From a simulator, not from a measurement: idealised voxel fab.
You're looking at the process module voxel self aligned vias.
155 nm wide, 5 nm square cells: that's cross-section cut.
Bands, listed from the top down, are how a cross-section gets written in this document; the cross-section itself is a grid of square cells, and a band is one or more rows of them. First you get the band's top height and its bottom height, in nm, and then the materials it's made of, left to right, with each width in nm. If you see a single material with "everywhere", that one covers the band edge to edge. "blank" is empty space. Height reference: 0 = level under which incoming wafer is all one material. Lowest band: no bottom, runs on downward, e.g. "top 0, no bottom". It should be noted that a width expressed as "30 to 40" varies in equal increments from row to row of cells within the band, taking the value of the first number at the top row and that of the second number at the bottom row. Reading "everything unchanged" for a step: not a cell of the cross-section changed in it. "Closed void table" contains a list of empty spaces, each no smaller than 8 cells and without an open way to the top, written in the form width x height at distance with the distance from the left edge and all three in nm. Post-settings text on a step line: simulator's own remark regarding the step. overlay nm: how far to the right of its planned place the mask lay on this masked step (negative: to the left).
Planned process steps:
1,RECEIVE, material Si
2,CONFORMAL_DEP, material SiO2, thk nm 10
3,CONFORMAL_DEP, material SiCN, thk nm 5
4,DIRECTIONAL_DEP, material SiO2, thk nm 20
5,DIRECTIONAL_DEP, material aC, thk nm 15
6,PATTERN, tone open, mask id LINES, material resist, width nm 25, pitch nm 60, thk nm 35, overlay nm 0
7,DIRECTIONAL_ETCH, etch materials aC, depth nm 15
8,STRIP, etch materials resist
9,DIRECTIONAL_ETCH, etch materials SiO2, depth nm 20
10,STRIP, etch materials aC
11,CONFORMAL_DEP, material TiN, thk nm 5
12,FILL_DEP, material W, thk nm 10
13,CMP, height nm 35
14,SELECTIVE_ETCH, etch materials W Ru TiN, depth nm 10
15,FILL_DEP, material SiN, thk nm 10
16,CMP, height nm 35
17,DIRECTIONAL_DEP, material SiO2, thk nm 15
18,PATTERN, tone open, mask id VIAS, material resist, width nm 35, pitch nm 60, thk nm 15, overlay nm 0
19,DIRECTIONAL_ETCH, etch materials SiO2, depth nm 15
20,DIRECTIONAL_ETCH, etch materials SiN, depth nm 10
21,STRIP, etch materials resist
22,CONFORMAL_DEP, material TiN, thk nm 5
23,FILL_DEP, material W, thk nm 5
24,CMP, height nm 50
25,CONFORMAL_DEP, material SiCN, thk nm 5
Account of the first of two wafers, which was processed as intended:
As-received wafer cross-section (after step 1):
	top 0, no bottom | Si everywhere
	Closed void table: none
Take a look at the wafer's cross-section after step 2:
	top 10, bottom 0 | SiO2 everywhere
	Below 0, no change.
Take a look at the wafer's cross-section after step 3:
	top 15, bottom 10 | SiCN everywhere
	Below 10, no change.
Take a look at the wafer's cross-section after step 4:
	top 35, bottom 15 | SiO2 everywhere
	Below 15, no change.
Take a look at the wafer's cross-section after step 5:
	top 50, bottom 35 | aC everywhere
	Below 35, no change.
Take a look at the wafer's cross-section after step 6:
	top 85, bottom 50 | 35 of resist / 25 of blank / 35 of resist / 25 of blank / 35 of resist
	Below 50, no change.
Take a look at the wafer's cross-section after step 7:
	top 70, bottom 50 | 35 of resist / 25 of blank / 35 of resist / 25 of blank / 35 of resist
	top 50, bottom 35 | 35 of aC / 25 of blank / 35 of aC / 25 of blank / 35 of aC
	Below 35, no change.
Take a look at the wafer's cross-section after step 8:
	top 50, bottom 35 | 35 of aC / 25 of blank / 35 of aC / 25 of blank / 35 of aC
	Below 35, no change.
Take a look at the wafer's cross-section after step 9:
	top 50, bottom 35 | 35 of aC / 25 of blank / 35 of aC / 25 of blank / 35 of aC
	top 35, bottom 15 | 35 of SiO2 / 25 of blank / 35 of SiO2 / 25 of blank / 35 of SiO2
	Below 15, no change.
Take a look at the wafer's cross-section after step 10:
	top 35, bottom 15 | 35 of SiO2 / 25 of blank / 35 of SiO2 / 25 of blank / 35 of SiO2
	Below 15, no change.
Take a look at the wafer's cross-section after step 11:
	top 40, bottom 35 | 40 of TiN / 15 of blank / 45 of TiN / 15 of blank / 40 of TiN
	top 35, bottom 20 | 35 of SiO2 / 5 of TiN / 15 of blank / 5 of TiN / 35 of SiO2 / 5 of TiN / 15 of blank / 5 of TiN / 35 of SiO2
	top 20, bottom 15 | 35 of SiO2 / 25 of TiN / 35 of SiO2 / 25 of TiN / 35 of SiO2
	Below 15, no change.
Take a look at the wafer's cross-section after step 12:
	top 50, bottom 40 | W everywhere
	top 40, bottom 35 | 40 of TiN / 15 of W / 45 of TiN / 15 of W / 40 of TiN
	top 35, bottom 20 | 35 of SiO2 / 5 of TiN / 15 of W / 5 of TiN / 35 of SiO2 / 5 of TiN / 15 of W / 5 of TiN / 35 of SiO2
	Below 20, no change.
Take a look at the wafer's cross-section after step 13:
	top 35, bottom 20 | 35 of SiO2 / 5 of TiN / 15 of W / 5 of TiN / 35 of SiO2 / 5 of TiN / 15 of W / 5 of TiN / 35 of SiO2
	Below 20, no change.
Take a look at the wafer's cross-section after step 14:
	top 35, bottom 25 | 35 of SiO2 / 25 of blank / 35 of SiO2 / 25 of blank / 35 of SiO2
	Below 25, no change.
Take a look at the wafer's cross-section after step 15:
	top 45, bottom 35 | SiN everywhere
	top 35, bottom 25 | 35 of SiO2 / 25 of SiN / 35 of SiO2 / 25 of SiN / 35 of SiO2
	Below 25, no change.
Take a look at the wafer's cross-section after step 16:
	top 35, bottom 25 | 35 of SiO2 / 25 of SiN / 35 of SiO2 / 25 of SiN / 35 of SiO2
	Below 25, no change.
Take a look at the wafer's cross-section after step 17:
	top 50, bottom 35 | SiO2 everywhere
	Below 35, no change.
Take a look at the wafer's cross-section after step 18:
	top 65, bottom 50 | 30 of resist / 35 of blank / 25 of resist / 35 of blank / 30 of resist
	Below 50, no change.
Take a look at the wafer's cross-section after step 19:
	top 65, bottom 50 | 30 of resist / 35 of blank / 25 of resist / 35 of blank / 30 of resist
	top 50, bottom 35 | 30 of SiO2 / 35 of blank / 25 of SiO2 / 35 of blank / 30 of SiO2
	Below 35, no change.
Take a look at the wafer's cross-section after step 20:
	top 65, bottom 50 | 30 of resist / 35 of blank / 25 of resist / 35 of blank / 30 of resist
	top 50, bottom 35 | 30 of SiO2 / 35 of blank / 25 of SiO2 / 35 of blank / 30 of SiO2
	top 35, bottom 25 | 35 of SiO2 / 25 of blank / 35 of SiO2 / 25 of blank / 35 of SiO2
	Below 25, no change.
Take a look at the wafer's cross-section after step 21:
	top 50, bottom 35 | 30 of SiO2 / 35 of blank / 25 of SiO2 / 35 of blank / 30 of SiO2
	Below 35, no change.
Take a look at the wafer's cross-section after step 22:
	top 55, bottom 50 | 35 of TiN / 25 of blank / 35 of TiN / 25 of blank / 35 of TiN
	top 50, bottom 40 | 30 of SiO2 / 5 of TiN / 25 of blank / 5 of TiN / 25 of SiO2 / 5 of TiN / 25 of blank / 5 of TiN / 30 of SiO2
	top 40, bottom 30 | 30 to 35 of SiO2 / 10 to 5 of TiN / 15 of blank / 10 to 5 of TiN / 25 to 35 of SiO2 / 10 to 5 of TiN / 15 of blank / 10 to 5 of TiN / 30 to 35 of SiO2
	top 30, bottom 25 | 35 of SiO2 / 25 of TiN / 35 of SiO2 / 25 of TiN / 35 of SiO2
	Below 25, no change.
Take a look at the wafer's cross-section after step 23:
	top 60, bottom 55 | W everywhere
	top 55, bottom 50 | 35 of TiN / 25 of W / 35 of TiN / 25 of W / 35 of TiN
	top 50, bottom 40 | 30 of SiO2 / 5 of TiN / 25 of W / 5 of TiN / 25 of SiO2 / 5 of TiN / 25 of W / 5 of TiN / 30 of SiO2
	top 40, bottom 30 | 30 to 35 of SiO2 / 10 to 5 of TiN / 15 of W / 10 to 5 of TiN / 25 to 35 of SiO2 / 10 to 5 of TiN / 15 of W / 10 to 5 of TiN / 30 to 35 of SiO2
	Below 30, no change.
Take a look at the wafer's cross-section after step 24:
	top 50, bottom 40 | 30 of SiO2 / 5 of TiN / 25 of W / 5 of TiN / 25 of SiO2 / 5 of TiN / 25 of W / 5 of TiN / 30 of SiO2
	Below 40, no change.
Take a look at the wafer's cross-section after step 25:
	top 55, bottom 50 | SiCN everywhere
	Below 50, no change.
Companion wafer, the second of two: same beginning, same intended sequence, one mistake in carrying it out; through step 5 inclusive it tracks the first exactly:
The second wafer in cross-section, at the planned close of step 6:
	top 85, bottom 50 | 35 of blank / 25 of resist / 35 of blank / 25 of resist / 35 of blank
	Below 50, no change.
The second wafer in cross-section, at the planned close of step 7:
	top 70, bottom 50 | 35 of blank / 25 of resist / 35 of blank / 25 of resist / 35 of blank
	top 50, bottom 35 | 35 of blank / 25 of aC / 35 of blank / 25 of aC / 35 of blank
	Below 35, no change.
The second wafer in cross-section, at the planned close of step 8:
	top 50, bottom 35 | 35 of blank / 25 of aC / 35 of blank / 25 of aC / 35 of blank
	Below 35, no change.
The second wafer in cross-section, at the planned close of step 9:
	top 50, bottom 35 | 35 of blank / 25 of aC / 35 of blank / 25 of aC / 35 of blank
	top 35, bottom 15 | 35 of blank / 25 of SiO2 / 35 of blank / 25 of SiO2 / 35 of blank
	Below 15, no change.
The second wafer in cross-section, at the planned close of step 10:
	top 35, bottom 15 | 35 of blank / 25 of SiO2 / 35 of blank / 25 of SiO2 / 35 of blank
	Below 15, no change.
The second wafer in cross-section, at the planned close of step 11:
	top 40, bottom 35 | 30 of blank / 35 of TiN / 25 of blank / 35 of TiN / 30 of blank
	top 35, bottom 20 | 30 of blank / 5 of TiN / 25 of SiO2 / 5 of TiN / 25 of blank / 5 of TiN / 25 of SiO2 / 5 of TiN / 30 of blank
	top 20, bottom 15 | 35 of TiN / 25 of SiO2 / 35 of TiN / 25 of SiO2 / 35 of TiN
	Below 15, no change.
The second wafer in cross-section, at the planned close of step 12:
	top 50, bottom 40 | W everywhere
	top 40, bottom 35 | 30 of W / 35 of TiN / 25 of W / 35 of TiN / 30 of W
	top 35, bottom 20 | 30 of W / 5 of TiN / 25 of SiO2 / 5 of TiN / 25 of W / 5 of TiN / 25 of SiO2 / 5 of TiN / 30 of W
	Below 20, no change.
The second wafer in cross-section, at the planned close of step 13:
	top 35, bottom 20 | 30 of W / 5 of TiN / 25 of SiO2 / 5 of TiN / 25 of W / 5 of TiN / 25 of SiO2 / 5 of TiN / 30 of W
	Below 20, no change.
The second wafer in cross-section, at the planned close of step 14:
	top 35, bottom 25 | 35 of blank / 25 of SiO2 / 35 of blank / 25 of SiO2 / 35 of blank
	Below 25, no change.
The second wafer in cross-section, at the planned close of step 15:
	top 45, bottom 35 | SiN everywhere
	top 35, bottom 25 | 35 of SiN / 25 of SiO2 / 35 of SiN / 25 of SiO2 / 35 of SiN
	Below 25, no change.
The second wafer in cross-section, at the planned close of step 16:
	top 35, bottom 25 | 35 of SiN / 25 of SiO2 / 35 of SiN / 25 of SiO2 / 35 of SiN
	Below 25, no change.
The second wafer in cross-section, at the planned close of step 17:
	top 50, bottom 35 | SiO2 everywhere
	Below 35, no change.
The second wafer in cross-section, at the planned close of step 18:
	top 65, bottom 50 | 30 of resist / 35 of blank / 25 of resist / 35 of blank / 30 of resist
	Below 50, no change.
The second wafer in cross-section, at the planned close of step 19:
	top 65, bottom 50 | 30 of resist / 35 of blank / 25 of resist / 35 of blank / 30 of resist
	top 50, bottom 35 | 30 of SiO2 / 35 of blank / 25 of SiO2 / 35 of blank / 30 of SiO2
	Below 35, no change.
The second wafer in cross-section, at the planned close of step 20:
	top 65, bottom 50 | 30 of resist / 35 of blank / 25 of resist / 35 of blank / 30 of resist
	top 50, bottom 35 | 30 of SiO2 / 35 of blank / 25 of SiO2 / 35 of blank / 30 of SiO2
	top 35, bottom 25 | 30 of SiN / 5 of blank / 25 of SiO2 / 5 of blank / 25 of SiN / 5 of blank / 25 of SiO2 / 5 of blank / 30 of SiN
	Below 25, no change.
The second wafer in cross-section, at the planned close of step 21:
	top 50, bottom 35 | 30 of SiO2 / 35 of blank / 25 of SiO2 / 35 of blank / 30 of SiO2
	Below 35, no change.
The second wafer in cross-section, at the planned close of step 22:
	top 55, bottom 50 | 35 of TiN / 25 of blank / 35 of TiN / 25 of blank / 35 of TiN
	top 50, bottom 40 | 30 of SiO2 / 5 of TiN / 25 of blank / 5 of TiN / 25 of SiO2 / 5 of TiN / 25 of blank / 5 of TiN / 30 of SiO2
	top 40, bottom 35 | 30 of SiO2 / 35 of TiN / 25 of SiO2 / 35 of TiN / 30 of SiO2
	top 35, bottom 25 | 30 of SiN / 5 of TiN / 25 of SiO2 / 5 of TiN / 25 of SiN / 5 of TiN / 25 of SiO2 / 5 of TiN / 30 of SiN
	Below 25, no change.
The second wafer in cross-section, at the planned close of step 23:
	top 60, bottom 55 | W everywhere
	top 55, bottom 50 | 35 of TiN / 25 of W / 35 of TiN / 25 of W / 35 of TiN
	top 50, bottom 40 | 30 of SiO2 / 5 of TiN / 25 of W / 5 of TiN / 25 of SiO2 / 5 of TiN / 25 of W / 5 of TiN / 30 of SiO2
	Below 40, no change.
The second wafer in cross-section, at the planned close of step 24:
	top 50, bottom 40 | 30 of SiO2 / 5 of TiN / 25 of W / 5 of TiN / 25 of SiO2 / 5 of TiN / 25 of W / 5 of TiN / 30 of SiO2
	Below 40, no change.
The second wafer in cross-section, at the planned close of step 25:
	top 55, bottom 50 | SiCN everywhere
	Below 50, no change.
Want to know what went wrong? step 6 did not happen as planned, as run it was PATTERN, tone cover, mask id LINES, material resist, width nm 25, pitch nm 60, thk nm 35, overlay nm 0
Wrapping up, a cell-based count of both wafers puts the second over or under the first for these materials: +34 SiN; -44 SiO2; +11 TiN; -1 W
